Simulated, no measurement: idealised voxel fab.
The following is a process module called voxel wiring stack.
We display cut, a cross-section 220 nm in width whose square cells are each 5 nm.
In what follows, cross-sections appear as grids of square cells, described through bands that run from the top down, where every band is one or more rows of cells.
Read a band's entry like this: the first values are the height of its top and the height of its bottom in nm, and what follows is the sequence of materials from left to right, each with its width in nm. Note that "blank" is empty space, and that a single material marked "all across" reaches across the band from edge to edge.
Where do heights start? At 0: under that level the wafer as delivered is made of one material only. And the lowest band has no floor; it just carries on downward, as in "top 0, no bottom".
Width spec "30 to 40" -> top row of cells at first value, bottom row at second value, equal per-row change in between.
Given "nothing got changed" for a step, no cell of the cross-section differs between before and after that step.
Voids not open to the top, 8 cells minimum: see "Cavities, sealed". Written width x height at distance; distance is from the left edge; nm.
It should be noted that, on the line of a given step, the content following the step's settings is a remark produced by the simulator itself with respect to that step.
When a step includes a mask, the "overlay nm" setting on its line states how far to the right of its planned place that mask lay, and negative values state how far to the left.
List of planned process steps
1 RECEIVE, material Si
2 CONFORMAL_DEP, material SiO2, thk nm 15
3 CONFORMAL_DEP, material SiN, thk nm 5
4 DIRECTIONAL_DEP, material SiO2, thk nm 25
5 MASKED_ETCH, tone open, mask id METAL_1, width nm 25, pitch nm 45, etch materials SiO2, depth nm 25, overlay nm 0
6 MASKED_ETCH, tone open, mask id METAL_1, width nm 25, pitch nm 45, etch materials SiN, depth nm 5, overlay nm 0
7 CONFORMAL_DEP, material TiN, thk nm 5
8 FILL_DEP, material Cu, thk nm 10
9 CMP, height nm 45
10 CONFORMAL_DEP, material SiCN, thk nm 5
11 DIRECTIONAL_DEP, material SiO2, thk nm 15
12 MASKED_ETCH, tone open, mask id PLUG_1, width nm 15, pitch nm 45, etch materials SiO2, depth nm 15, overlay nm 0
13 MASKED_ETCH, tone open, mask id PLUG_1, width nm 15, pitch nm 45, etch materials SiCN, depth nm 5, overlay nm 0
14 EPI, material Ru, thk nm 10
15 EPI, material Ru, thk nm 10
16 CONFORMAL_DEP, material SiN, thk nm 5
17 DIRECTIONAL_DEP, material lowk, thk nm 20
18 PATTERN, tone open, mask id METAL_2, material resist, width nm 25, pitch nm 45, thk nm 20, overlay nm 0
19 DIRECTIONAL_ETCH, etch materials lowk, depth nm 20
20 DIRECTIONAL_ETCH, etch materials SiN, depth nm 5
21 STRIP, etch materials resist
22 CONFORMAL_DEP, material TiN, thk nm 5
23 FILL_DEP, material Cu, thk nm 10
24 CMP, height nm 90
25 CONFORMAL_DEP, material SiCN, thk nm 5
26 DIRECTIONAL_DEP, material SiO2, thk nm 30
27 MASKED_ETCH, tone open, mask id METAL_3_HOLES, width nm 15, pitch nm 45, etch materials SiO2, depth nm 30, overlay nm 0
28 MASKED_ETCH, tone open, mask id METAL_3, width nm 25, pitch nm 45, etch materials SiO2, depth nm 20, overlay nm 0
29 MASKED_ETCH, tone open, mask id METAL_3, width nm 25, pitch nm 45, etch materials SiCN, depth nm 5, overlay nm 0
30 CONFORMAL_DEP, material TiN, thk nm 5
31 FILL_DEP, material Cu, thk nm 10
32 CMP, height nm 125
33 CONFORMAL_DEP, material SiCN, thk nm 5
34 DIRECTIONAL_DEP, material lowk, thk nm 25
35 MASKED_ETCH, tone open, mask id METAL_4_HOLES, width nm 15, pitch nm 90, etch materials lowk, depth nm 25, overlay nm 0
36 PATTERN, tone open, mask id METAL_4, material resist, width nm 25, pitch nm 45, thk nm 20, overlay nm 0
37 DIRECTIONAL_ETCH, etch materials lowk, depth nm 15
38 DIRECTIONAL_ETCH, etch materials SiCN, depth nm 5
39 STRIP, etch materials resist
40 CONFORMAL_DEP, material TiN, thk nm 5
41 FILL_DEP, material Cu, thk nm 10
42 CMP, height nm 155
43 CONFORMAL_DEP, material SiCN, thk nm 5
Cross-section of the wafer upon arrival, representing the state reached after step 1
top 0, no bottom: Si all across
Cavities, sealed: none
End state of the module in cross-section, given the above starting point and plan and one mistake in execution
top 160, bottom 155: SiCN all across
top 155, bottom 145: lowk=50, then TiN=5, then Cu=15, then TiN=5, then lowk=20, then TiN=5, then Cu=15, then TiN=5, then lowk=20, then TiN=5, then Cu=15, then TiN=5, then lowk=55
top 145, bottom 140: lowk=50, then TiN=5, then Cu=5, then TiN=15, then lowk=20, then TiN=25, then lowk=20, then TiN=5, then Cu=5, then TiN=15, then lowk=55
top 140, bottom 130: lowk=50, then TiN=5, then Cu=5, then TiN=5, then lowk=75, then TiN=5, then Cu=5, then TiN=5, then lowk=65
top 130, bottom 125: SiCN=50, then TiN=15, then SiCN=75, then TiN=15, then SiCN=65
top 125, bottom 110: SiO2=50, then TiN=5, then Cu=15, then TiN=5, then SiO2=20, then TiN=5, then Cu=15, then TiN=5, then SiO2=20, then TiN=5, then Cu=15, then TiN=5, then SiO2=55
top 110, bottom 105: SiO2=50, then TiN=5, then Cu=5, then TiN=15, then SiO2=20, then TiN=5, then Cu=5, then TiN=15, then SiO2=20, then TiN=5, then Cu=5, then TiN=15, then SiO2=55
top 105, bottom 95: SiO2=50, then TiN=5, then Cu=5, then TiN=5, then SiO2=30, then TiN=5, then Cu=5, then TiN=5, then SiO2=30, then TiN=5, then Cu=5, then TiN=5, then SiO2=65
top 95, bottom 90: SiCN=50, then TiN=15, then SiCN=30, then TiN=15, then SiCN=30, then TiN=15, then SiCN=65
top 90, bottom 85: TiN=55, then Cu=15, then TiN=30, then Cu=15, then TiN=30, then Cu=15, then TiN=60
top 85, bottom 70: lowk=50, then TiN=5, then Cu=15, then TiN=5, then lowk=20, then TiN=5, then Cu=15, then TiN=5, then lowk=20, then TiN=5, then Cu=15, then TiN=5, then lowk=55
top 70, bottom 65: SiN=50, then TiN=25, then SiN=20, then TiN=25, then SiN=20, then TiN=25, then SiN=55
top 65, bottom 50: SiO2=50, then Ru=15, then SiO2=30, then Ru=15, then SiO2=30, then Ru=15, then SiO2=65
top 50, bottom 45: SiCN=50, then Ru=15, then SiCN=30, then Ru=15, then SiCN=30, then Ru=15, then SiCN=65
top 45, bottom 20: SiO2=50, then TiN=5, then Cu=15, then TiN=5, then SiO2=20, then TiN=5, then Cu=15, then TiN=5, then SiO2=20, then TiN=5, then Cu=15, then TiN=5, then SiO2=55
top 20, bottom 15: SiN=50, then TiN=25, then SiN=20, then TiN=25, then SiN=20, then TiN=25, then SiN=55
top 15, bottom 0: SiO2 all across
top 0, no bottom: Si all across
Cavities, sealed: none
Run error: step 17 ran with different settings than intended, the actual operation and settings being DIRECTIONAL_DEP, material lowk, thk nm 15
